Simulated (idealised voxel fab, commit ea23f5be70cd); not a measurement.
voxel released beams: a process module
Square cell edge 5 nm, section width 175 nm, ID cut.
We lay out every cross-section as a grid of square cells and spell it out in bands from the top down, where one band means one or more rows of cells.
What a band's entry tells you: where the top is and where the bottom is, as heights in nm, and after that what lies inside, material by material from left to right, each with its width in nm. Empty space is written as the word "blank", and a single material marked with the word "all across" occupies the band from edge to edge.
Zero point of the height axis is 0; under it, received wafer = one material. Lowest band: continues down indefinitely, "0 down".
When a width is written as two numbers, as in "30..40", the first number is the width in the top row of cells of the band and the second is the width in its bottom row, and the width changes by the same amount from each row to the next.
Where the words "everything unchanged" appear for a step, the cross-section shows no cell changed by that step; every cell remained as before.
Voids not open to the top, 8 cells minimum: see "Completely sealed voids". Written width x height at distance; distance is from the left edge; nm.
after a step's settings: what the simulator itself notes on the step
The "overlay nm" setting may appear on a step's line; for a step that uses a mask, it gives how far to the right of its planned position the mask lay, and a negative value indicates the left.
-- The steps planned for the process are as follows
1) RECEIVE with material Si
2) CONFORMAL_DEP with material SiN, thk nm 5
3) DIRECTIONAL_DEP with material SiO2, thk nm 15
4) PATTERN with tone open, mask id ANCHOR, material resist, width nm 45, thk nm 20, overlay nm 0
5) DIRECTIONAL_ETCH with etch materials SiO2, depth nm 15
6) STRIP with etch materials resist
7) CONFORMAL_DEP with material W, thk nm 15
8) MASKED_ETCH with tone cover, mask id BEAM, width nm 110, etch materials W, depth nm 15, overlay nm 0
9) STRIP with etch materials SiO2
What sets these wafers apart? The thk nm at step 2. They all start alike, and the plan carries the first wafer's value.
-- Cross-section of the first of several wafers as received (after step 1)
	0 down: Si all across
	Completely sealed voids: none
-- Take any row and you have a wafer at the end of the module: how many cells of each material it has gained (+) or lost (-) since it was received, and then its closed voids
thk nm 5; +35 SiN; +84 W; Completely sealed voids: none
thk nm 10; +70 SiN; +84 W; Completely sealed voids: none
thk nm 15; +105 SiN; +84 W; Completely sealed voids: none
thk nm 20; +140 SiN; +84 W; Completely sealed voids: none
thk nm 25; +175 SiN; +84 W; Completely sealed voids: none
